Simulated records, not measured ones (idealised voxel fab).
Process module under the name voxel gate over fins
Cross-section cut spans 195 nm and uses square cells 5 nm in size.
For the purposes of this document, a cross-section shall be understood as a grid of square cells, specified as bands listed in top-to-bottom order, each band consisting of one or more rows of cells. Look at the band entry: it leads with the top's height and the bottom's height in nm. Then it lists the materials left to right, with a width in nm for each. The word "all across" on a single material says that material fills the band edge to edge. The word "blank" is empty space. Note: height 0 marks the level under which the wafer is uniformly one material as received. Lowest band unbounded below, written "top 0, no bottom". Per-row width for "30..40": begins at first number (top row of band), ends at second number (bottom row), increment between rows held constant. "no change" -> step changed no cross-section cell. If an empty space has no open way to the top and is at least 8 cells in size, "Enclosed void listing" lists it, written width x height at distance, where distance is measured from the left edge and every value is in nm. Heads up: the bit after the settings on a step's line is the simulator's remark on that step. "overlay nm" on a masked step: distance the mask lay right of its planned place, negative for left.

### Set out below are the planned steps of the process
- 1: RECEIVE [material Si]
- 2: CONFORMAL_DEP [material SiN] [thk nm 5]
- 3: DIRECTIONAL_DEP [material aC] [thk nm 15]
- 4: PATTERN [tone cover] [mask id FINS] [material resist] [width nm 15] [pitch nm 50] [thk nm 35] [overlay nm -15]
- 5: DIRECTIONAL_ETCH [etch materials aC] [depth nm 15]
- 6: STRIP [etch materials resist]
- 7: DIRECTIONAL_ETCH [etch materials SiN] [depth nm 5]
- 8: DIRECTIONAL_ETCH [etch materials Si] [depth nm 40]
- 9: STRIP [etch materials aC]
- 10: FILL_DEP [material SiO2] [thk nm 15]
- 11: CMP [height nm 5]
- 12: DIRECTIONAL_DEP [material aC] [thk nm 15]
- 13: PATTERN [tone open] [mask id RAIL] [material resist] [width nm 15] [thk nm 30] [overlay nm 0]
- 14: DIRECTIONAL_ETCH [etch materials aC] [depth nm 15]
- 15: STRIP [etch materials resist]
- 16: DIRECTIONAL_ETCH [etch materials SiO2] [depth nm 40]
- 17: STRIP [etch materials aC]
- 18: CONFORMAL_DEP [material TiN] [thk nm 5]
- 19: FILL_DEP [material W] [thk nm 5]
- 20: CMP [height nm 5]
- 21: SELECTIVE_ETCH [etch materials W Ru TiN] [depth nm 25]
- 22: FILL_DEP [material SiO2] [thk nm 5]
- 23: CMP [height nm 5]
- 24: SELECTIVE_ETCH [etch materials SiO2] [depth nm 15]
- 25: STRIP [etch materials SiN]
- 26: CONFORMAL_DEP [material HfO2] [thk nm 5]
- 27: CONFORMAL_DEP [material TiN] [thk nm 5]
- 28: CONFORMAL_DEP [material TiAl] [thk nm 5]
- 29: CONFORMAL_DEP [material TiN] [thk nm 5]
- 30: FILL_DEP [material W] [thk nm 10]
- 31: CMP [height nm 25]
- 32: CONFORMAL_DEP [material SiN] [thk nm 10]
Don't read the plan's overlay nm for step 4 as applying to every wafer: that's the first wafer's value, and the wafers differ in it, though they all start identical.

### Here's the first of the wafers in cross-section, just as we got it, i.e. after step 1
	top 0, no bottom: Si all across
	Enclosed void listing: none

### Wafer rows, end of module: cells per material gained (+) or lost (-) since receipt; closed voids last
overlay nm -15; +47 HfO2; -264 Si; +78 SiN; +192 SiO2; +47 TiAl; +98 TiN; +75 W; Enclosed void listing: none
overlay nm -10; +47 HfO2; -264 Si; +78 SiN; +189 SiO2; +47 TiAl; +99 TiN; +77 W; Enclosed void listing: none
overlay nm -5; +47 HfO2; -264 Si; +78 SiN; +189 SiO2; +47 TiAl; +99 TiN; +77 W; Enclosed void listing: none
overlay nm 0; +47 HfO2; -264 Si; +78 SiN; +189 SiO2; +47 TiAl; +99 TiN; +77 W; Enclosed void listing: none
overlay nm 5; +47 HfO2; -264 Si; +78 SiN; +189 SiO2; +47 TiAl; +99 TiN; +77 W; Enclosed void listing: none
overlay nm 10; +47 HfO2; -264 Si; +78 SiN; +189 SiO2; +47 TiAl; +99 TiN; +77 W; Enclosed void listing: none
overlay nm 15; +47 HfO2; -264 Si; +78 SiN; +192 SiO2; +47 TiAl; +98 TiN; +75 W; Enclosed void listing: none
